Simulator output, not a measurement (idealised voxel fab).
process module | voxel capacitor over wiring
cross-section cut | 280 nm wide | cells 5 nm
A cross-section is a grid of square cells, given in bands from the top down. A band is one or more rows of cells.
Each band's line starts with the height of the band's top and of its bottom, in nm. Then come its materials from left to right, each with its width in nm. One material with "throughout" fills the band from edge to edge. "air" is empty space.
Height 0 is the level under which the wafer as received is all one material. The lowest band goes on downwards, as in "0 down".
A width such as "30 to 40" changes by the same amount from each row of cells to the next, from the band's top row to its bottom row.
"no change" after a step means that no cell of the cross-section changed.
closed voids: empty space of 8 cells or more with no open way to the top, each as width x height at its distance from the left edge, in nm
after a step's settings: what the simulator itself notes on the step
overlay nm, on a step with a mask: how far to the right of its planned place the mask lay; to the left if negative
plan
1 op RECEIVE | material Si
2 op CONFORMAL_DEP | material SiO2 | thk nm 15
3 op CONFORMAL_DEP | material SiCN | thk nm 5
4 op DIRECTIONAL_DEP | material lowk | thk nm 15
5 op MASKED_ETCH | tone open | mask id METAL_1 | width nm 25 | pitch nm 90 | etch materials lowk | depth nm 15 | overlay nm 0
6 op MASKED_ETCH | tone open | mask id METAL_1 | width nm 25 | pitch nm 90 | etch materials SiCN | depth nm 5 | overlay nm 0
7 op CONFORMAL_DEP | material TiN | thk nm 5
8 op FILL_DEP | material Cu | thk nm 5
9 op CMP | height nm 35
10 op CONFORMAL_DEP | material SiCN | thk nm 5
11 op DIRECTIONAL_DEP | material SiO2 | thk nm 20
12 op MASKED_ETCH | tone open | mask id PLUG_1 | width nm 15 | etch materials SiO2 | depth nm 20 | overlay nm 0
13 op MASKED_ETCH | tone open | mask id PLUG_1 | width nm 15 | etch materials SiCN | depth nm 5 | overlay nm 0
14 op EPI | material Ru | thk nm 10
15 op EPI | material Ru | thk nm 10
16 op EPI | material Ru | thk nm 5
17 op DIRECTIONAL_DEP | material TiN | thk nm 10
18 op DIRECTIONAL_DEP | material Al2O3 | thk nm 5
19 op DIRECTIONAL_DEP | material TiN | thk nm 5
20 op PATTERN | tone cover | mask id UPPER_PLATE | material resist | width nm 70 | thk nm 15 | overlay nm 0
21 op DIRECTIONAL_ETCH | etch materials TiN | depth nm 5
22 op DIRECTIONAL_ETCH | etch materials Al2O3 | depth nm 5
23 op STRIP | etch materials resist
24 op MASKED_ETCH | tone cover | mask id LOWER_PLATE | width nm 80 | etch materials TiN | depth nm 10 | overlay nm 0
25 op FILL_DEP | material SiO2 | thk nm 20
26 op CMP | height nm 95
27 op PATTERN | tone open | mask id PLUG_2 | material resist | width nm 15 | thk nm 20 | overlay nm 0
28 op DIRECTIONAL_ETCH | etch materials SiO2 | depth nm 15
29 op STRIP | etch materials resist
30 op CONFORMAL_DEP | material TiN | thk nm 5
31 op FILL_DEP | material W | thk nm 10
32 op CMP | height nm 95
33 op CONFORMAL_DEP | material SiCN | thk nm 5
as received, after step 1
  0 down: Si throughout
  closed voids: none
a wafer at the end: this start, this plan, one mistake
  100 to 95: SiCN throughout
  95 to 85: SiO2 100 | TiN 5 | W 5 | TiN 5 | SiO2 165
  85 to 75: SiO2 100 to 105 | TiN 15 to 55 | SiO2 165 to 120
  75 to 70: SiO2 90 | TiN 15 | Al2O3 55 | SiO2 120
  70 to 65: SiO2 85 | TiN 5 | Al2O3 15 | TiN 60 | SiO2 115
  65 to 60: SiO2 85 | TiN 80 | SiO2 115
  60 to 55: SiCN 90 | TiN 15 | SiCN 175
  55 to 35: SiO2 throughout
  35 to 20: lowk 80 | TiN 5 | Cu 15 | TiN 5 | lowk 65 | TiN 5 | Cu 15 | TiN 5 | lowk 85
  20 to 15: SiCN 80 | TiN 25 | SiCN 65 | TiN 25 | SiCN 85
  15 to 0: SiO2 throughout
  0 down: Si throughout
  closed voids: none
what went wrong: steps 10 and 11 were swapped
